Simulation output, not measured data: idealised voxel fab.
process module | voxel local oxidation
cross-section cut | 270 nm wide | cells 5 nm
A cross-section is a grid of square cells, given in bands from the top down. A band is one or more rows of cells.
Each band's line starts with the height of the band's top and of its bottom, in nm. Then come its materials from left to right, each with its width in nm. One material with "throughout" fills the band from edge to edge. "air" is empty space.
Height 0 is the level under which the wafer as received is all one material. The lowest band goes on downwards, as in "0 down".
A width such as "30 to 40" changes by the same amount from each row of cells to the next, from the band's top row to its bottom row.
"no change" after a step means that no cell of the cross-section changed.
closed voids: empty space of 8 cells or more with no open way to the top, each as width x height at its distance from the left edge, in nm
after a step's settings: what the simulator itself notes on the step
overlay nm, on a step with a mask: how far to the right of its planned place the mask lay; to the left if negative
plan
1 op RECEIVE | material Si
2 op OXIDIZE | depth nm 5
3 op CONFORMAL_DEP | material SiN | thk nm 10
4 op PATTERN | tone cover | mask id ACTIVE | material resist | width nm 125 | thk nm 20 | overlay nm 0
5 op DIRECTIONAL_ETCH | etch materials SiN | depth nm 10
6 op STRIP | etch materials resist
7 op SELECTIVE_ETCH | etch materials SiO2 | depth nm 5
8 op OXIDIZE | depth nm 15
9 op STRIP | etch materials SiN
varied across the wafers: depth nm of step 7. The plan shows the first wafer's value. All wafers start alike
first wafer as received, after step 1
  0 down: Si throughout
  closed voids: none
first wafer at the end, after step 9
  0 to -5: air 75 | SiO2 115 | air 80
  -5 to -20: SiO2 90 | Si 85 | SiO2 95
  -20 down: Si throughout
  closed voids: none
last wafer at the end
  0 to -5: air 90 | SiO2 85 | air 95
  -5 to -20: SiO2 105 | Si 55 | SiO2 110
  -20 down: Si throughout
  closed voids: none
each wafer at the end: cells of each material gained (+) or lost (-) since it was received, then its closed voids
depth nm 5 | -165 Si | +134 SiO2 | closed voids: none
depth nm 10 | -171 Si | +138 SiO2 | closed voids: none
depth nm 15 | -177 Si | +142 SiO2 | closed voids: none
depth nm 20 | -183 Si | +146 SiO2 | closed voids: none
